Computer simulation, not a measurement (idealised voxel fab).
Process module name: voxel trench capacitor
The cross-section shown here is cut; it is 260 nm wide and divided into square cells measuring 5 nm on a side.
Bands, listed from the top down, are how a cross-section gets written in this document; the cross-section itself is a grid of square cells, and a band is one or more rows of them.
It is stipulated that each band's entry specify, in nanometres, the height of the top of the band and then that of its bottom, followed by the materials of the band in left-to-right sequence, each together with its width in nanometres. A single material marked by the word "throughout" is understood to fill the band from edge to edge; the word "air" is understood to denote empty space.
Heights are expressed relative to 0, this being the level below which the as-received wafer comprises one material exclusively. The lowest band is unbounded in the downward direction and is denoted as in "0..down".
Quick explanation for "30 to 40": the width changes in equal steps down the rows of cells, from the first number in the band's top row to the second number in its bottom row.
Key: "no alterations made" - step with no changed cell in the cross-section.
Reported under the label "Closed void inventory" are the empty spaces having no open way to the top and comprising 8 cells or more; the notation for each is width x height at distance, in which the distance is measured from the left edge and all three values are in nm.
On a step's line, text after the settings is the simulator commenting on that step.
overlay nm, on a step with a mask: how far to the right of its planned place the mask lay; to the left if negative

Process steps foreseen in the plan
1 op RECEIVE | material Si
2 op CONFORMAL_DEP | material SiN | thk nm 5
3 op DIRECTIONAL_DEP | material aC | thk nm 10
4 op PATTERN | tone open | mask id TRENCH | material resist | width nm 20 | pitch nm 40 | thk nm 30 | overlay nm 0
5 op DIRECTIONAL_ETCH | etch materials aC | depth nm 10
6 op STRIP | etch materials resist
7 op DIRECTIONAL_ETCH | etch materials SiN | depth nm 5
8 op DIRECTIONAL_ETCH | etch materials Si | depth nm 30
9 op STRIP | etch materials aC
10 op CONFORMAL_DEP | material Al2O3 | thk nm 5
11 op FILL_DEP | material polySi | thk nm 10
12 op CMP | height nm 5

Cross-section, incoming material, after step 1
- 0..down  Si throughout
- Closed void inventory: none

Wafer cross-section at end of module: start and plan as shown above, one execution error
- 5..0  SiN 100 nm; Al2O3 5 nm; polySi 15 nm; Al2O3 5 nm; SiN 15 nm; Al2O3 5 nm; polySi 15 nm; Al2O3 5 nm; SiN 95 nm
- 0..-25  Si 100 nm; Al2O3 5 nm; polySi 15 nm; Al2O3 5 nm; Si 15 nm; Al2O3 5 nm; polySi 15 nm; Al2O3 5 nm; Si 95 nm
- -25..-30  Si 100 nm; Al2O3 25 nm; Si 15 nm; Al2O3 25 nm; Si 95 nm
- -30..down  Si throughout
- Closed void inventory: none
Against the plan, the run slipped here: step 4 did not happen as planned, as run it was op PATTERN | tone open | mask id TRENCH | material resist | width nm 25 | pitch nm 40 | thk nm 30 | overlay nm 0
